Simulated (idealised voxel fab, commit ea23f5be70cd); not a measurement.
Process module heading - voxel self aligned vias
245 nm wide, 5 nm square cells: that's cross-section cut.
Just so we're on the same page, the cross-sections are grids of square cells, and they're listed out in bands top to bottom, each band one or more rows deep. Top, bottom (nm), then materials left to right with widths (nm); lone material tagged "all across" fills the whole band edge to edge; "blank" = empty space. Height 0 is the level under which the wafer as received is all one material. The lowest band goes on downwards, as in "0 nm and below". You'd read "30 to 40" like this: the band's top row of cells is as wide as the first number, its bottom row is as wide as the second, and going down, every row changes width by the same amount as the row before did. What does "nothing changed" mean for a step? It means no cell of the cross-section changed in that step. "Voids, fully enclosed" specifies each empty space that is not open to the top and that occupies no fewer than 8 cells, using the form width x height at distance, the distance measured from the left edge and all three quantities in nm. Step line, after settings: the simulator's comment on this step. If you see "overlay nm" on a step's line and that step has a mask, it's telling you how far right of where it was planned the mask ended up; a negative number means it went left instead.
-- The steps planned for the process are as follows
1. RECEIVE (material Si)
2. CONFORMAL_DEP (material SiO2; thk nm 15)
3. CONFORMAL_DEP (material SiCN; thk nm 5)
4. DIRECTIONAL_DEP (material lowk; thk nm 20)
5. DIRECTIONAL_DEP (material aC; thk nm 10)
6. PATTERN (tone open; mask id LINES; material resist; width nm 30; pitch nm 70; thk nm 30; overlay nm 0)
7. DIRECTIONAL_ETCH (etch materials aC; depth nm 10)
8. STRIP (etch materials resist)
9. DIRECTIONAL_ETCH (etch materials lowk; depth nm 20)
10. STRIP (etch materials aC)
11. CONFORMAL_DEP (material TiN; thk nm 5)
12. FILL_DEP (material W; thk nm 10)
13. CMP (height nm 40)
14. SELECTIVE_ETCH (etch materials W Ru TiN; depth nm 10)
15. FILL_DEP (material SiN; thk nm 10)
16. CMP (height nm 40)
17. DIRECTIONAL_DEP (material lowk; thk nm 20)
18. PATTERN (tone open; mask id VIAS; material resist; width nm 40; pitch nm 70; thk nm 15; overlay nm 0)
19. DIRECTIONAL_ETCH (etch materials lowk; depth nm 20)
20. DIRECTIONAL_ETCH (etch materials SiN; depth nm 10)
21. STRIP (etch materials resist)
22. CONFORMAL_DEP (material TiN; thk nm 5)
23. FILL_DEP (material Ru; thk nm 10)
24. CMP (height nm 60)
25. CONFORMAL_DEP (material SiCN; thk nm 5)
Where the wafers of this document differ is in the thk nm of step 22; they start out the same, and the plan states the value that applied to the first wafer.
-- First of several wafers (as received, post step 1), cross-sectional view
  0 nm and below = Si all across
  Voids, fully enclosed: none
-- Below: a row per wafer. Contents at end of module: for every material, cells gained since receipt (+) or lost since receipt (-); then closed voids
thk nm 5 | +78 Ru | +98 SiCN | +147 SiO2 | +78 TiN | +12 W | +224 lowk | Voids, fully enclosed: none
thk nm 10 | +36 Ru | +98 SiCN | +147 SiO2 | +120 TiN | +12 W | +224 lowk | Voids, fully enclosed: none
thk nm 15 | +6 Ru | +98 SiCN | +147 SiO2 | +150 TiN | +12 W | +224 lowk | Voids, fully enclosed: none
thk nm 20 | +98 SiCN | +147 SiO2 | +156 TiN | +12 W | +224 lowk | Voids, fully enclosed: none
